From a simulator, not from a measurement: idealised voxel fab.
The name of this process module is voxel plated lines.
Cross-section cut spans 265 nm and uses square cells 5 nm in size.
Reading order for cross-sections: top band down to bottom band. Underlying form: a grid of square cells. Band size: one or more rows of cells.
The entry gives the band's vertical extent as a top height and a bottom height in nm, then its horizontal make-up as materials from left to right, each with a width in nm. "air" stands for empty space; a single material marked "everywhere" fills the band edge to edge.
Heads up on the height convention: 0 is the point under which the incoming wafer is all one material, and the lowest band has no bottom, it just keeps going down, like "0 down".
With a width like "30 to 40", each row of cells in the band differs from the next by the same amount, the top row carrying the first number and the bottom row the second.
For the purposes of this document, the phrase "nothing was modified" attached to a step denotes that no cell within the cross-section was modified by that step.
Empty spaces counting at least 8 cells and having no open way to the top are listed in "Cavities, closed". The notation width x height at distance is used for each, the distance being from the left edge and all three values in nm.
Formally, on a step line, whatever follows the settings is a remark that the simulator itself makes on the step.
overlay nm: right-of-plan distance of the mask on a masked step; negative values mean left-of-plan.
## Steps in the process plan
1) RECEIVE with material Si
2) CONFORMAL_DEP with material SiN, thk nm 10
3) DIRECTIONAL_DEP with material TiN, thk nm 5
4) PATTERN with tone open, mask id LINES, material resist, width nm 25, pitch nm 50, thk nm 15, overlay nm 0
5) EPI with material Ru, thk nm 10
6) STRIP with etch materials resist
7) DIRECTIONAL_ETCH with etch materials TiN, depth nm 5
8) CONFORMAL_DEP with material SiO2, thk nm 10
## The following pertains to the first of two wafers, which was processed as planned
## as received, after step 1
- 0 down = Si everywhere
- Cavities, closed: none
## Cross-sectional representation of the wafer at the conclusion of step 2
- 10 to 0 = SiN everywhere
- Unchanged below 0.
## Cross-sectional representation of the wafer at the conclusion of step 3
- 15 to 10 = TiN everywhere
- Unchanged below 10.
## Cross-sectional representation of the wafer at the conclusion of step 4
- 30 to 15 = resist (70), air (25), resist (25), air (25), resist (25), air (25), resist (70)
- Unchanged below 15.
## Cross-sectional representation of the wafer at the conclusion of step 5
- 30 to 25 = resist (70), air (25), resist (25), air (25), resist (25), air (25), resist (70)
- 25 to 15 = resist (70), Ru (25), resist (25), Ru (25), resist (25), Ru (25), resist (70)
- Unchanged below 15.
## Cross-sectional representation of the wafer at the conclusion of step 6
- 25 to 15 = air (70), Ru (25), air (25), Ru (25), air (25), Ru (25), air (70)
- Unchanged below 15.
## Cross-sectional representation of the wafer at the conclusion of step 7
- 25 to 15 = air (70), Ru (25), air (25), Ru (25), air (25), Ru (25), air (70)
- 15 to 10 = air (70), TiN (25), air (25), TiN (25), air (25), TiN (25), air (70)
- Unchanged below 10.
## Cross-sectional representation of the wafer at the conclusion of step 8
- 35 to 25 = air (60), SiO2 (45), air (5), SiO2 (45), air (5), SiO2 (45), air (60)
- 25 to 20 = air (60), SiO2 (10), Ru (25), SiO2 (10), air (5), SiO2 (10), Ru (25), SiO2 (10), air (5), SiO2 (10), Ru (25), SiO2 (10), air (60)
- 20 to 15 = SiO2 (70), Ru (25), SiO2 (25), Ru (25), SiO2 (25), Ru (25), SiO2 (70)
- 15 to 10 = SiO2 (70), TiN (25), SiO2 (25), TiN (25), SiO2 (25), TiN (25), SiO2 (70)
- Unchanged below 10.
## Companion wafer, the second of two: same beginning, same intended sequence, one mistake in carrying it out; through step 1 inclusive it tracks the first exactly
## Cross-section, second wafer, at the end time the plan gives for step 2
- 5 to 0 = TiN everywhere
- Unchanged below 0.
## Cross-section, second wafer, at the end time the plan gives for step 3
- 15 to 5 = SiN everywhere
- Unchanged below 5.
## Cross-section, second wafer, at the end time the plan gives for step 4
- 30 to 15 = resist (70), air (25), resist (25), air (25), resist (25), air (25), resist (70)
- Unchanged below 15.
Cross-section, second wafer, at the end time the plan gives for step 5: nothing was modified
## Cross-section, second wafer, at the end time the plan gives for step 6
- 15 to 5 = SiN everywhere
- Unchanged below 5.
Cross-section, second wafer, at the end time the plan gives for step 7: nothing was modified
## Cross-section, second wafer, at the end time the plan gives for step 8
- 25 to 15 = SiO2 everywhere
- Unchanged below 15.
Where did the run depart from the plan? swap of plan steps 2 and 3 during execution
Upon completion, the second wafer contains, in terms of cells, a greater or smaller amount of certain materials than the first wafer: 30 fewer of Ru; 36 fewer of SiO2; 38 more of TiN
